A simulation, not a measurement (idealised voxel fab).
A process module follows: voxel capacitor over wiring.
Displayed cross-section: cut, width of 160 nm, square cells sized 5 nm.
A cross-section is a grid of square cells, given in bands from the top down. A band is one or more rows of cells.
The band entry comprises the height of the band's top followed by the height of its bottom, expressed in nm, and subsequently the band's materials from left to right, each stated together with its width in nm. Where a single material is marked with the word "edge to edge", that material fills the band from edge to edge. The word "empty" represents empty space.
Where do heights start? At 0: under that level the wafer as delivered is made of one material only. And the lowest band has no floor; it just carries on downward, as in "z 0 and below".
Width: "30..40" (first number = top row, second number = bottom row, same change from row to row of cells).
No cell of the cross-section changed in a step that is given as "no alterations made".
"Sealed internal cavities": sealed empty spaces, 8 cells or more, no open way to top, listed width x height at distance, with distance from the left edge and width, height and distance in nm.
On a step's line, text after the settings is the simulator commenting on that step.
Regarding "overlay nm": on a step with a mask, it is the distance the mask lay to the right of its planned place; a negative value places it to the left.
-- The steps planned for the process are as follows
- 1: RECEIVE,material Si
- 2: CONFORMAL_DEP,material SiO2,thk nm 10
- 3: DIRECTIONAL_DEP,material TiN,thk nm 5
- 4: DIRECTIONAL_DEP,material Ru,thk nm 15
- 5: PATTERN,tone cover,mask id METAL_1,material resist,width nm 25,pitch nm 95,thk nm 20,overlay nm 0
- 6: DIRECTIONAL_ETCH,etch materials Ru,depth nm 15
- 7: DIRECTIONAL_ETCH,etch materials TiN,depth nm 5
- 8: STRIP,etch materials resist
- 9: CONFORMAL_DEP,material SiCN,thk nm 5
- 10: FILL_DEP,material SiO2,thk nm 5
- 11: CMP,height nm 30
- 12: CONFORMAL_DEP,material SiCN,thk nm 5
- 13: DIRECTIONAL_DEP,material SiO2,thk nm 15
- 14: DIRECTIONAL_DEP,material aC,thk nm 10
- 15: PATTERN,tone open,mask id PLUG_1,material resist,width nm 15,thk nm 25,overlay nm 0
- 16: DIRECTIONAL_ETCH,etch materials aC,depth nm 10
- 17: STRIP,etch materials resist
- 18: DIRECTIONAL_ETCH,etch materials SiO2,depth nm 15
- 19: DIRECTIONAL_ETCH,etch materials SiCN,depth nm 5
- 20: STRIP,etch materials aC
- 21: CONFORMAL_DEP,material TiN,thk nm 5
- 22: FILL_DEP,material Cu,thk nm 5
- 23: CMP,height nm 50
- 24: DIRECTIONAL_DEP,material TiN,thk nm 10
- 25: DIRECTIONAL_DEP,material HfO2,thk nm 5
- 26: DIRECTIONAL_DEP,material TiN,thk nm 10
- 27: DIRECTIONAL_DEP,material aC,thk nm 10
- 28: PATTERN,tone cover,mask id UPPER_PLATE,material resist,width nm 75,thk nm 30,overlay nm 0
- 29: DIRECTIONAL_ETCH,etch materials aC,depth nm 10
- 30: STRIP,etch materials resist
- 31: DIRECTIONAL_ETCH,etch materials TiN,depth nm 10
- 32: DIRECTIONAL_ETCH,etch materials HfO2,depth nm 5
- 33: STRIP,etch materials aC
- 34: DIRECTIONAL_DEP,material aC,thk nm 10
- 35: PATTERN,tone cover,mask id LOWER_PLATE,material resist,width nm 85,thk nm 25,overlay nm 0
- 36: DIRECTIONAL_ETCH,etch materials aC,depth nm 10
- 37: STRIP,etch materials resist
- 38: DIRECTIONAL_ETCH,etch materials TiN,depth nm 10
- 39: STRIP,etch materials aC
- 40: FILL_DEP,material SiO2,thk nm 20
- 41: CMP,height nm 90
- 42: MASKED_ETCH,tone open,mask id PLUG_2,width nm 15,etch materials SiO2,depth nm 15,overlay nm -15
- 43: CONFORMAL_DEP,material TiN,thk nm 5
- 44: FILL_DEP,material Cu,thk nm 5
- 45: CMP,height nm 90
- 46: CONFORMAL_DEP,material SiN,thk nm 5
Across this set of wafers, the varied parameter is the overlay nm of step 42. Starting conditions are identical for every wafer, and the plan reports the value assigned to the first wafer.
-- The as-received cross-section of the first of several wafers corresponds to the state after step 1
z 0 and below | Si edge to edge
Sealed internal cavities: none
-- Quick key for the table: a row per wafer, taken at the end of the module. For each material it tells you how many cells the wafer gained (+) or lost (-) since it came in, and the closed voids come after
overlay nm -15; +5 Cu; +15 HfO2; +30 Ru; +63 SiCN; +32 SiN; +373 SiO2; +90 TiN; Sealed internal cavities: none
overlay nm -10; +5 Cu; +15 HfO2; +30 Ru; +63 SiCN; +32 SiN; +373 SiO2; +90 TiN; Sealed internal cavities: none
overlay nm -5; +5 Cu; +15 HfO2; +30 Ru; +63 SiCN; +32 SiN; +373 SiO2; +90 TiN; Sealed internal cavities: none
overlay nm 0; +5 Cu; +15 HfO2; +30 Ru; +63 SiCN; +32 SiN; +373 SiO2; +90 TiN; Sealed internal cavities: none
overlay nm 5; +5 Cu; +15 HfO2; +30 Ru; +63 SiCN; +32 SiN; +373 SiO2; +90 TiN; Sealed internal cavities: none
overlay nm 10; +5 Cu; +15 HfO2; +30 Ru; +63 SiCN; +32 SiN; +373 SiO2; +90 TiN; Sealed internal cavities: none
overlay nm 15; +5 Cu; +15 HfO2; +30 Ru; +63 SiCN; +32 SiN; +373 SiO2; +90 TiN; Sealed internal cavities: none
